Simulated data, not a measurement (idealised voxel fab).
The following process module bears the name voxel released beams.
Xsec cut, 210 nm wide, square cell size 5 nm.
In what follows, cross-sections appear as grids of square cells, described through bands that run from the top down, where every band is one or more rows of cells.
Basically the band line says how high the top is and how high the bottom is, in nm, and then what's in it from left to right, every material with its width in nm. Empty space shows up as "air", and if a single material carries "throughout" it runs the full band edge to edge.
Ref level 0: as-received wafer is one material below here. Bottom band extends down with no lower bound ("0..down").
When a width is written as two numbers, as in "30->40", the first number is the width in the top row of cells of the band and the second is the width in its bottom row, and the width changes by the same amount from each row to the next.
A step reported as "remained the same" is a step in which no cell of the cross-section changed.
"Fully closed voids" enumerates empty spaces isolated from the top, with no open way to it, that contain at least 8 cells, giving each as width x height at distance from the left edge, all three in nm.
What comes after the settings on a step's line is commentary from the simulator itself on that step.
overlay nm: mask right of planned place by this much (step with mask). Neg. = left.
Process steps (planned)
step 1: RECEIVE (material Si)
step 2: CONFORMAL_DEP (material Al2O3; thk nm 10)
step 3: DIRECTIONAL_DEP (material SiO2; thk nm 20)
step 4: PATTERN (tone open; mask id ANCHOR; material resist; width nm 35; thk nm 20; overlay nm 0)
step 5: DIRECTIONAL_ETCH (etch materials SiO2; depth nm 20)
step 6: STRIP (etch materials resist)
step 7: CONFORMAL_DEP (material polySi; thk nm 15)
step 8: MASKED_ETCH (tone cover; mask id BEAM; width nm 115; etch materials polySi; depth nm 15; overlay nm 0)
step 9: STRIP (etch materials SiO2)
Cross-section of the incoming wafer, state after step 1
    0..down = Si throughout
    Fully closed voids: none
The plan above was carried out on the starting structure above with one mistake, and this cross-section shows the wafer at the end of the module
    40..25 = 45 of air  20 of polySi  5 of air  90 of polySi  50 of air
    25..10 = 50 of air  35 of polySi  125 of air
    10..0 = Al2O3 throughout
    0..down = Si throughout
    Fully closed voids: none
The mistake made against the process plan was this: step 3 off recipe, ran as DIRECTIONAL_DEP (material SiO2; thk nm 15)
